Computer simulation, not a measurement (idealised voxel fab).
process module | voxel self aligned contacts
cross-section cut | 170 nm wide | cells 5 nm
A cross-section is a grid of square cells, given in bands from the top down. A band is one or more rows of cells.
Each band's line starts with the height of the band's top and of its bottom, in nm. Then come its materials from left to right, each with its width in nm. One material with "throughout" fills the band from edge to edge. "air" is empty space.
Height 0 is the level under which the wafer as received is all one material. The lowest band goes on downwards, as in "0 down".
A width such as "30 to 40" changes by the same amount from each row of cells to the next, from the band's top row to its bottom row.
"no change" after a step means that no cell of the cross-section changed.
closed voids: empty space of 8 cells or more with no open way to the top, each as width x height at its distance from the left edge, in nm
after a step's settings: what the simulator itself notes on the step
overlay nm, on a step with a mask: how far to the right of its planned place the mask lay; to the left if negative
plan
1 op RECEIVE | material Si
2 op CONFORMAL_DEP | material SiO2 | thk nm 5
3 op DIRECTIONAL_DEP | material polySi | thk nm 30
4 op DIRECTIONAL_DEP | material SiN | thk nm 20
5 op DIRECTIONAL_DEP | material aC | thk nm 10
6 op PATTERN | tone cover | mask id GATE | material resist | width nm 30 | pitch nm 60 | thk nm 25 | overlay nm 0
7 op DIRECTIONAL_ETCH | etch materials aC | depth nm 10
8 op STRIP | etch materials resist
9 op DIRECTIONAL_ETCH | etch materials SiN | depth nm 20
10 op DIRECTIONAL_ETCH | etch materials polySi | depth nm 30
11 op STRIP | etch materials aC
12 op CONFORMAL_DEP | material SiN | thk nm 5
13 op DIRECTIONAL_ETCH | etch materials SiN | depth nm 5
14 op FILL_DEP | material SiO2 | thk nm 10
15 op CMP | height nm 60
16 op PATTERN | tone open | mask id CONTACT | material resist | width nm 40 | thk nm 15 | overlay nm 0
17 op DIRECTIONAL_ETCH | etch materials SiO2 | depth nm 60
18 op STRIP | etch materials resist
19 op CONFORMAL_DEP | material TiN | thk nm 5
20 op FILL_DEP | material W | thk nm 5
21 op CMP | height nm 60
22 op CONFORMAL_DEP | material SiN | thk nm 5
as received, after step 1
  0 down: Si throughout
  closed voids: none
a wafer at the end: this start, this plan, one mistake
  65 to 60: SiN throughout
  60 to 55: SiO2 65 | TiN 15 | W 10 | TiN 15 | SiO2 65
  55 to 35: SiO2 35 | SiN 40 | TiN 5 | W 10 | TiN 5 | SiN 40 | SiO2 35
  35 to 15: SiO2 35 | SiN 5 | polySi 30 | SiN 5 | TiN 5 | W 10 | TiN 5 | SiN 5 | polySi 30 | SiN 5 | SiO2 35
  15 to 10: SiO2 35 | SiN 5 | polySi 30 | SiN 5 | TiN 20 | SiN 5 | polySi 30 | SiN 5 | SiO2 35
  10 to 5: SiO2 35 | SiN 5 | polySi 30 | SiN 5 | SiO2 20 | SiN 5 | polySi 30 | SiN 5 | SiO2 35
  5 to 0: SiO2 throughout
  0 down: Si throughout
  closed voids: none
what went wrong: step 17 ran as: op DIRECTIONAL_ETCH | etch materials SiO2 | depth nm 50
